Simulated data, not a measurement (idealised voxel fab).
Documented hereafter: the process module known as voxel double patterning.
The cross-section on display is named cut; it measures 230 nm wide, and its cells are 5 nm squares.
Cross-section = grid of square cells, listed top down in bands; band = one or more rows.
Band: top height; bottom height; in nm. Then, left to right: material with width in nm, for each material. "full width": a single material spanning edge to edge. "empty": empty space.
We count height from 0. Below that, the starting wafer is all one material. The lowest band never ends at the bottom but goes on down; see "0 nm and below" for how that is written.
A width such as "30 to 40" changes by the same amount from each row of cells to the next, from the band's top row to its bottom row.
The cross-section has no changed cell in any step marked "identical to before".
So "Closed void entries" is basically the list of trapped voids: any empty space of 8 cells or more that can't reach the top through an opening. They're written width x height at distance, the distance being from the left edge, and it's all nm.
On each step's line, the part that comes after the settings is the simulator's own comment on the step.
overlay nm, on a step with a mask: how far to the right of its planned place the mask lay; to the left if negative

Process steps - plan:
1 RECEIVE [material Si]
2 CONFORMAL_DEP [material SiN] [thk nm 5]
3 DIRECTIONAL_DEP [material SiO2] [thk nm 15]
4 DIRECTIONAL_DEP [material SiCN] [thk nm 10]
5 PATTERN [tone open] [mask id FIRST] [material resist] [width nm 15] [pitch nm 50] [thk nm 15] [overlay nm 0]
6 DIRECTIONAL_ETCH [etch materials SiCN] [depth nm 10]
7 STRIP [etch materials resist]
8 PATTERN [tone open] [mask id SECOND] [material resist] [width nm 15] [pitch nm 50] [thk nm 20] [overlay nm 0]
9 DIRECTIONAL_ETCH [etch materials SiCN] [depth nm 10]
10 STRIP [etch materials resist]
11 DIRECTIONAL_ETCH [etch materials SiO2] [depth nm 15]
12 STRIP [etch materials SiCN]
Wafers differ in thk nm at step 2; plan lists the first wafer's value; identical starting state.

As-received cross-section, first of several wafers, post step 1:
    0 nm and below  Si full width
    Closed void entries: none

Every row in this table is a wafer at the end of the module, and it gives, for each of the materials, the cells that wafer has gained (+) or lost (-) since it was received, then its closed voids:
thk nm 5, +46 SiN, +93 SiO2, Closed void entries: none
thk nm 10, +92 SiN, +93 SiO2, Closed void entries: none
thk nm 15, +138 SiN, +93 SiO2, Closed void entries: none
thk nm 20, +184 SiN, +93 SiO2, Closed void entries: none
